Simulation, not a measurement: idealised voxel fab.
This is a process module. Its name is voxel tone inversion.
Each square cell in cross-section cut measures 5 nm, and the section as a whole is 235 nm wide.
Bands, listed from the top down, are how a cross-section gets written in this document; the cross-section itself is a grid of square cells, and a band is one or more rows of them.
It is stipulated that each band's entry specify, in nanometres, the height of the top of the band and then that of its bottom, followed by the materials of the band in left-to-right sequence, each together with its width in nanometres. A single material marked by the word "throughout" is understood to fill the band from edge to edge; the word "blank" is understood to denote empty space.
Where do heights start? At 0: under that level the wafer as delivered is made of one material only. And the lowest band has no floor; it just carries on downward, as in "0 nm and below".
Quick explanation for "30..40": the width changes in equal steps down the rows of cells, from the first number in the band's top row to the second number in its bottom row.
When a step is marked "everything unchanged", none of the cells in the cross-section changed during that step.
What "Enclosed void inventory" gives you is every empty space of 8 cells or more that is cut off from the top. Each appears as width x height at distance, with the distance taken from the left edge and width, height and distance all in nm.
Text after the settings on a step's line: the simulator's own remark on that step.
overlay nm: on a step with a mask, how far right of its planned place the mask lay; negative means left.

[Steps in the process plan]
1. op RECEIVE | material Si
2. op CONFORMAL_DEP | material SiCN | thk nm 5
3. op DIRECTIONAL_DEP | material aC | thk nm 15
4. op PATTERN | tone cover | mask id POSTS | material resist | width nm 20 | pitch nm 45 | thk nm 25 | overlay nm 0
5. op DIRECTIONAL_ETCH | etch materials aC | depth nm 15
6. op STRIP | etch materials resist
7. op FILL_DEP | material SiO2 | thk nm 5
8. op CMP | height nm 20
9. op STRIP | etch materials aC
10. op CONFORMAL_DEP | material TiN | thk nm 5
11. op FILL_DEP | material W | thk nm 10
12. op CMP | height nm 20
13. op CONFORMAL_DEP | material SiN | thk nm 5

[On the first of the two wafers: run conducted according to plan]

[As-received state of the wafer in cross-section, equivalent to post-step 1]
    0 nm and below: Si throughout
    Enclosed void inventory: none

[So this is the wafer cross-section right after step 2]
    5 nm to 0 nm: SiCN throughout
    Whatever lies below 0 is exactly as it was before.

[So this is the wafer cross-section right after step 3]
    20 nm to 5 nm: aC throughout
    Whatever lies below 5 is exactly as it was before.

[So this is the wafer cross-section right after step 4]
    45 nm to 20 nm: blank 85 nm, then resist 20 nm, then blank 25 nm, then resist 20 nm, then blank 85 nm
    Whatever lies below 20 is exactly as it was before.

[So this is the wafer cross-section right after step 5]
    30 nm to 20 nm: blank 85 nm, then resist 20 nm, then blank 25 nm, then resist 20 nm, then blank 85 nm
    20 nm to 5 nm: blank 85 nm, then aC 20 nm, then blank 25 nm, then aC 20 nm, then blank 85 nm
    Whatever lies below 5 is exactly as it was before.

[So this is the wafer cross-section right after step 6]
    20 nm to 5 nm: blank 85 nm, then aC 20 nm, then blank 25 nm, then aC 20 nm, then blank 85 nm
    Whatever lies below 5 is exactly as it was before.

[So this is the wafer cross-section right after step 7]
    25 nm to 20 nm: SiO2 throughout
    20 nm to 5 nm: SiO2 85 nm, then aC 20 nm, then SiO2 25 nm, then aC 20 nm, then SiO2 85 nm
    Whatever lies below 5 is exactly as it was before.

[So this is the wafer cross-section right after step 8]
    20 nm to 5 nm: SiO2 85 nm, then aC 20 nm, then SiO2 25 nm, then aC 20 nm, then SiO2 85 nm
    Whatever lies below 5 is exactly as it was before.

[So this is the wafer cross-section right after step 9]
    20 nm to 5 nm: SiO2 85 nm, then blank 20 nm, then SiO2 25 nm, then blank 20 nm, then SiO2 85 nm
    Whatever lies below 5 is exactly as it was before.

[So this is the wafer cross-section right after step 10]
    25 nm to 20 nm: TiN 90 nm, then blank 10 nm, then TiN 35 nm, then blank 10 nm, then TiN 90 nm
    20 nm to 10 nm: SiO2 85 nm, then TiN 5 nm, then blank 10 nm, then TiN 5 nm, then SiO2 25 nm, then TiN 5 nm, then blank 10 nm, then TiN 5 nm, then SiO2 85 nm
    10 nm to 5 nm: SiO2 85 nm, then TiN 20 nm, then SiO2 25 nm, then TiN 20 nm, then SiO2 85 nm
    Whatever lies below 5 is exactly as it was before.

[So this is the wafer cross-section right after step 11]
    35 nm to 25 nm: W throughout
    25 nm to 20 nm: TiN 90 nm, then W 10 nm, then TiN 35 nm, then W 10 nm, then TiN 90 nm
    20 nm to 10 nm: SiO2 85 nm, then TiN 5 nm, then W 10 nm, then TiN 5 nm, then SiO2 25 nm, then TiN 5 nm, then W 10 nm, then TiN 5 nm, then SiO2 85 nm
    Whatever lies below 10 is exactly as it was before.

[So this is the wafer cross-section right after step 12]
    20 nm to 10 nm: SiO2 85 nm, then TiN 5 nm, then W 10 nm, then TiN 5 nm, then SiO2 25 nm, then TiN 5 nm, then W 10 nm, then TiN 5 nm, then SiO2 85 nm
    Whatever lies below 10 is exactly as it was before.

[So this is the wafer cross-section right after step 13]
    25 nm to 20 nm: SiN throughout
    Whatever lies below 20 is exactly as it was before.

[Now the other wafer: same start, same recipe, but we messed up one thing when running it. Up to and including step 3 it's the same as the first one]

[Cross-section of the second wafer when, according to plan, step 4 should have finished]
    45 nm to 20 nm: resist 85 nm, then blank 20 nm, then resist 25 nm, then blank 20 nm, then resist 85 nm
    Whatever lies below 20 is exactly as it was before.

[Cross-section of the second wafer when, according to plan, step 5 should have finished]
    30 nm to 20 nm: resist 85 nm, then blank 20 nm, then resist 25 nm, then blank 20 nm, then resist 85 nm
    20 nm to 5 nm: aC 85 nm, then blank 20 nm, then aC 25 nm, then blank 20 nm, then aC 85 nm
    Whatever lies below 5 is exactly as it was before.

[Cross-section of the second wafer when, according to plan, step 6 should have finished]
    20 nm to 5 nm: aC 85 nm, then blank 20 nm, then aC 25 nm, then blank 20 nm, then aC 85 nm
    Whatever lies below 5 is exactly as it was before.

[Cross-section of the second wafer when, according to plan, step 7 should have finished]
    25 nm to 20 nm: SiO2 throughout
    20 nm to 5 nm: aC 85 nm, then SiO2 20 nm, then aC 25 nm, then SiO2 20 nm, then aC 85 nm
    Whatever lies below 5 is exactly as it was before.

[Cross-section of the second wafer when, according to plan, step 8 should have finished]
    20 nm to 5 nm: aC 85 nm, then SiO2 20 nm, then aC 25 nm, then SiO2 20 nm, then aC 85 nm
    Whatever lies below 5 is exactly as it was before.

[Cross-section of the second wafer when, according to plan, step 9 should have finished]
    20 nm to 5 nm: blank 85 nm, then SiO2 20 nm, then blank 25 nm, then SiO2 20 nm, then blank 85 nm
    Whatever lies below 5 is exactly as it was before.

[Cross-section of the second wafer when, according to plan, step 10 should have finished]
    25 nm to 20 nm: blank 80 nm, then TiN 30 nm, then blank 15 nm, then TiN 30 nm, then blank 80 nm
    20 nm to 10 nm: blank 80 nm, then TiN 5 nm, then SiO2 20 nm, then TiN 5 nm, then blank 15 nm, then TiN 5 nm, then SiO2 20 nm, then TiN 5 nm, then blank 80 nm
    10 nm to 5 nm: TiN 85 nm, then SiO2 20 nm, then TiN 25 nm, then SiO2 20 nm, then TiN 85 nm
    Whatever lies below 5 is exactly as it was before.

[Cross-section of the second wafer when, according to plan, step 11 should have finished]
    35 nm to 25 nm: W throughout
    25 nm to 20 nm: W 80 nm, then TiN 30 nm, then W 15 nm, then TiN 30 nm, then W 80 nm
    20 nm to 10 nm: W 80 nm, then TiN 5 nm, then SiO2 20 nm, then TiN 5 nm, then W 15 nm, then TiN 5 nm, then SiO2 20 nm, then TiN 5 nm, then W 80 nm
    Whatever lies below 10 is exactly as it was before.

[Cross-section of the second wafer when, according to plan, step 12 should have finished]
    20 nm to 10 nm: W 80 nm, then TiN 5 nm, then SiO2 20 nm, then TiN 5 nm, then W 15 nm, then TiN 5 nm, then SiO2 20 nm, then TiN 5 nm, then W 80 nm
    Whatever lies below 10 is exactly as it was before.

[Cross-section of the second wafer when, according to plan, step 13 should have finished]
    25 nm to 20 nm: SiN throughout
    Whatever lies below 20 is exactly as it was before.
Plan not followed: off-plan run, step 4, actual operation and settings op PATTERN | tone open | mask id POSTS | material resist | width nm 20 | pitch nm 45 | thk nm 25 | overlay nm 0
Cell-count delta at end, second wafer over first, by material: -93 SiO2 | +31 TiN | +62 W
